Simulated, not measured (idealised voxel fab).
process module | voxel transistor to metal
cross-section cut | 260 nm wide | cells 5 nm
A cross-section is a grid of square cells, given in bands from the top down. A band is one or more rows of cells.
Each band's line starts with the height of the band's top and of its bottom, in nm. Then come its materials from left to right, each with its width in nm. One material with "throughout" fills the band from edge to edge. "air" is empty space.
Height 0 is the level under which the wafer as received is all one material. The lowest band goes on downwards, as in "0 down".
A width such as "30 to 40" changes by the same amount from each row of cells to the next, from the band's top row to its bottom row.
"no change" after a step means that no cell of the cross-section changed.
closed voids: empty space of 8 cells or more with no open way to the top, each as width x height at its distance from the left edge, in nm
after a step's settings: what the simulator itself notes on the step
overlay nm, on a step with a mask: how far to the right of its planned place the mask lay; to the left if negative
plan
1 op RECEIVE | material Si
2 op CONFORMAL_DEP | material SiO2 | thk nm 5
3 op CONFORMAL_DEP | material SiN | thk nm 10
4 op DIRECTIONAL_DEP | material aC | thk nm 10
5 op PATTERN | tone cover | mask id ACTIVE | material resist | width nm 100 | pitch nm 130 | thk nm 30 | overlay nm 0
6 op DIRECTIONAL_ETCH | etch materials aC | depth nm 10
7 op STRIP | etch materials resist
8 op DIRECTIONAL_ETCH | etch materials SiN | depth nm 10
9 op DIRECTIONAL_ETCH | etch materials SiO2 | depth nm 5
10 op DIRECTIONAL_ETCH | etch materials Si | depth nm 25
11 op STRIP | etch materials aC
12 op OXIDIZE | depth nm 5
13 op FILL_DEP | material SiO2 | thk nm 5
14 op CMP | height nm 15
15 op SELECTIVE_ETCH | etch materials SiO2 | depth nm 10
16 op STRIP | etch materials SiN
17 op SELECTIVE_ETCH | etch materials SiO2 | depth nm 5
18 op OXIDIZE | depth nm 5
19 op DIRECTIONAL_DEP | material polySi | thk nm 30
20 op DIRECTIONAL_DEP | material SiCN | thk nm 15
21 op PATTERN | tone cover | mask id GATE | material resist | width nm 20 | pitch nm 130 | thk nm 15 | overlay nm 0
22 op DIRECTIONAL_ETCH | etch materials SiCN | depth nm 25
23 op DIRECTIONAL_ETCH | etch materials polySi | depth nm 40
24 op STRIP | etch materials resist
25 op CONFORMAL_DEP | material SiO2 | thk nm 5
26 op DIRECTIONAL_ETCH | etch materials SiO2 | depth nm 5
27 op CONFORMAL_DEP | material SiN | thk nm 10
28 op DIRECTIONAL_ETCH | etch materials SiN | depth nm 10
29 op DIRECTIONAL_ETCH | etch materials SiO2 | depth nm 5
30 op DIRECTIONAL_ETCH | etch materials Si | depth nm 15
31 op EPI | material pSi | thk nm 20
32 op FILL_DEP | material SiO2 | thk nm 10
33 op CMP | height nm 45
34 op DIRECTIONAL_DEP | material SiO2 | thk nm 10
35 op PATTERN | tone open | mask id CONTACT | material resist | width nm 15 | pitch nm 65 | thk nm 15 | overlay nm 0
36 op DIRECTIONAL_ETCH | etch materials SiO2 | depth nm 40
37 op STRIP | etch materials resist
38 op CONFORMAL_DEP | material TiN | thk nm 5
39 op FILL_DEP | material Ru | thk nm 5
40 op CMP | height nm 55
41 op CONFORMAL_DEP | material SiCN | thk nm 5
42 op DIRECTIONAL_DEP | material lowk | thk nm 15
43 op DIRECTIONAL_DEP | material aC | thk nm 15
44 op PATTERN | tone open | mask id METAL_1 | material resist | width nm 15 | pitch nm 65 | thk nm 30 | overlay nm 0
45 op DIRECTIONAL_ETCH | etch materials aC | depth nm 15
46 op STRIP | etch materials resist
47 op DIRECTIONAL_ETCH | etch materials lowk | depth nm 15
48 op DIRECTIONAL_ETCH | etch materials SiCN | depth nm 5
49 op STRIP | etch materials aC
50 op CONFORMAL_DEP | material TiN | thk nm 5
51 op FILL_DEP | material W | thk nm 10
52 op CMP | height nm 75
53 op EPI | material Ru | thk nm 5
54 op FILL_DEP | material SiCN | thk nm 5
as received, after step 1
  0 down: Si throughout
  closed voids: none
first wafer at the end, as planned
  85 to 80: SiCN throughout
  80 to 75: SiCN 20 | Ru 25 | SiCN 40 | Ru 25 | SiCN 40 | Ru 25 | SiCN 40 | Ru 25 | SiCN 20
  75 to 60: lowk 25 | TiN 5 | W 5 | TiN 5 | lowk 50 | TiN 5 | W 5 | TiN 5 | lowk 50 | TiN 5 | W 5 | TiN 5 | lowk 50 | TiN 5 | W 5 | TiN 5 | lowk 25
  60 to 55: SiCN 25 | TiN 15 | SiCN 50 | TiN 15 | SiCN 50 | TiN 15 | SiCN 50 | TiN 15 | SiCN 25
  55 to 45: SiO2 25 | TiN 5 | Ru 5 | TiN 5 | SiO2 50 | TiN 5 | Ru 5 | TiN 5 | SiO2 50 | TiN 5 | Ru 5 | TiN 5 | SiO2 50 | TiN 5 | Ru 5 | TiN 5 | SiO2 25
  45 to 30: SiO2 25 | TiN 5 | Ru 5 | TiN 5 | SiN 10 | SiO2 5 | SiCN 20 | SiO2 5 | SiN 10 | TiN 5 | Ru 5 | TiN 5 | SiO2 50 | TiN 5 | Ru 5 | TiN 5 | SiN 10 | SiO2 5 | SiCN 20 | SiO2 5 | SiN 10 | TiN 5 | Ru 5 | TiN 5 | SiO2 25
  30 to 20: SiO2 25 | TiN 5 | Ru 5 | TiN 5 | SiN 10 | SiO2 5 | polySi 20 | SiO2 5 | SiN 10 | TiN 5 | Ru 5 | TiN 5 | SiO2 50 | TiN 5 | Ru 5 | TiN 5 | SiN 10 | SiO2 5 | polySi 20 | SiO2 5 | SiN 10 | TiN 5 | Ru 5 | TiN 5 | SiO2 25
  20 to 15: SiO2 25 | TiN 15 | SiN 10 | SiO2 5 | polySi 20 | SiO2 5 | SiN 10 | TiN 15 | SiO2 50 | TiN 15 | SiN 10 | SiO2 5 | polySi 20 | SiO2 5 | SiN 10 | TiN 15 | SiO2 25
  15 to 0: SiO2 20 | pSi 20 | SiN 10 | SiO2 5 | polySi 20 | SiO2 5 | SiN 10 | pSi 20 | SiO2 40 | pSi 20 | SiN 10 | SiO2 5 | polySi 20 | SiO2 5 | SiN 10 | pSi 20 | SiO2 20
  0 to -5: SiO2 15 | pSi 25 | SiO2 50 | pSi 25 | SiO2 30 | pSi 25 | SiO2 50 | pSi 25 | SiO2 15
  -5 to -20: SiO2 20 | pSi 20 | Si 50 | pSi 20 | SiO2 40 | pSi 20 | Si 50 | pSi 20 | SiO2 20
  -20 to -30: SiO2 20 | Si 90 | SiO2 40 | Si 90 | SiO2 20
  -30 down: Si throughout
  closed voids: none
second wafer at the end: like start, like plan, one mistake
  85 to 80: SiCN throughout
  80 to 75: SiCN 20 | Ru 25 | SiCN 40 | Ru 25 | SiCN 40 | Ru 25 | SiCN 40 | Ru 25 | SiCN 20
  75 to 60: lowk 25 | TiN 5 | W 5 | TiN 5 | lowk 50 | TiN 5 | W 5 | TiN 5 | lowk 50 | TiN 5 | W 5 | TiN 5 | lowk 50 | TiN 5 | W 5 | TiN 5 | lowk 25
  60 to 55: SiCN 25 | TiN 15 | SiCN 50 | TiN 15 | SiCN 50 | TiN 15 | SiCN 50 | TiN 15 | SiCN 25
  55 to 45: SiO2 25 | TiN 5 | Ru 5 | TiN 5 | SiO2 50 | TiN 5 | Ru 5 | TiN 5 | SiO2 50 | TiN 5 | Ru 5 | TiN 5 | SiO2 50 | TiN 5 | Ru 5 | TiN 5 | SiO2 25
  45 to 30: SiO2 25 | TiN 5 | Ru 5 | TiN 5 | SiN 10 | SiO2 5 | SiCN 20 | SiO2 5 | SiN 10 | TiN 5 | Ru 5 | TiN 5 | SiO2 50 | TiN 5 | Ru 5 | TiN 5 | SiN 10 | SiO2 5 | SiCN 20 | SiO2 5 | SiN 10 | TiN 5 | Ru 5 | TiN 5 | SiO2 25
  30 to 20: SiO2 25 | TiN 5 | Ru 5 | TiN 5 | SiN 10 | SiO2 5 | polySi 20 | SiO2 5 | SiN 10 | TiN 5 | Ru 5 | TiN 5 | SiO2 50 | TiN 5 | Ru 5 | TiN 5 | SiN 10 | SiO2 5 | polySi 20 | SiO2 5 | SiN 10 | TiN 5 | Ru 5 | TiN 5 | SiO2 25
  20 to 15: SiO2 25 | TiN 15 | SiN 10 | SiO2 5 | polySi 20 | SiO2 5 | SiN 10 | TiN 15 | SiO2 50 | TiN 15 | SiN 10 | SiO2 5 | polySi 20 | SiO2 5 | SiN 10 | TiN 15 | SiO2 25
  15 to 0: SiO2 20 | pSi 20 | SiN 10 | SiO2 5 | polySi 20 | SiO2 5 | SiN 10 | pSi 20 | SiO2 40 | pSi 20 | SiN 10 | SiO2 5 | polySi 20 | SiO2 5 | SiN 10 | pSi 20 | SiO2 20
  0 to -5: SiO2 15 | pSi 25 | SiO2 50 | pSi 25 | SiO2 30 | pSi 25 | SiO2 50 | pSi 25 | SiO2 15
  -5 to -20: SiO2 20 | pSi 20 | Si 50 | pSi 20 | SiO2 40 | pSi 20 | Si 50 | pSi 20 | SiO2 20
  -20 to -55: SiO2 20 | Si 90 | SiO2 40 | Si 90 | SiO2 20
  -55 down: Si throughout
  closed voids: none
what went wrong: step 10 was run twice
at the end the second wafer has, in cells: 80 fewer of Si | 80 more of SiO2
